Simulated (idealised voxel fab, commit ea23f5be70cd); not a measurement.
The name of this process module is voxel fin reveal.
Xsec cut, 270 nm wide, square cell size 5 nm.
For the purposes of this document, a cross-section shall be understood as a grid of square cells, specified as bands listed in top-to-bottom order, each band consisting of one or more rows of cells.
Basically the band line says how high the top is and how high the bottom is, in nm, and then what's in it from left to right, every material with its width in nm. Empty space shows up as "blank", and if a single material carries "edge to edge" it runs the full band edge to edge.
Below 0: as-received wafer, all one material; heights counted from there. Lowest band: no bottom, goes on down, written "top 0, no bottom".
Width spec "30..40" -> top row of cells at first value, bottom row at second value, equal per-row change in between.
Step marked "no modification"? Then no cell in the cross-section changed in it.
Listed in "Sealed-off cavities": every empty space of 8 or more cells without an open way to the top. Form: width x height at distance, the distance being from the left edge, all in nm.
Whatever follows a step's settings on its line is a remark the simulator itself makes about that step.
If you see "overlay nm" on a step's line and that step has a mask, it's telling you how far right of where it was planned the mask ended up; a negative number means it went left instead.
# plan
| 1 | RECEIVE, material Si |
| 2 | CONFORMAL_DEP, material SiN, thk nm 10 |
| 3 | PATTERN, tone cover, mask id FINS, material resist, width nm 15, pitch nm 45, thk nm 20, overlay nm 0 |
| 4 | DIRECTIONAL_ETCH, etch materials SiN, depth nm 10 |
| 5 | DIRECTIONAL_ETCH, etch materials Si, depth nm 40 |
| 6 | STRIP, etch materials resist |
| 7 | OXIDIZE, depth nm 5 |
| 8 | FILL_DEP, material SiO2, thk nm 15 |
| 9 | CMP, height nm 10 |
| 10 | SELECTIVE_ETCH, etch materials SiO2, depth nm 40 |
| 11 | STRIP, etch materials SiN |
| 12 | CONFORMAL_DEP, material SiO2, thk nm 5 |
# As-received state of the wafer in cross-section, equivalent to post-step 1
* top 0, no bottom = Si edge to edge
* Sealed-off cavities: none
# This is how the wafer looks in cross-section once the module is done, given the starting state and plan above and one mistake in carrying the plan out
* top 5, bottom 0 = 105 SiO2; 15 blank; 30 SiO2; 15 blank; 105 SiO2
* top 0, bottom -25 = 100 Si; 5 SiO2; 15 blank; 5 SiO2; 20 Si; 5 SiO2; 15 blank; 5 SiO2; 100 Si
* top -25, bottom -45 = 100 Si; 25 SiO2; 20 Si; 25 SiO2; 100 Si
* top -45, no bottom = Si edge to edge
* Sealed-off cavities: none
What was the processing mistake? the process deviated at step 3: the operation and settings actually run there were PATTERN, tone open, mask id FINS, material resist, width nm 15, pitch nm 45, thk nm 20, overlay nm 0
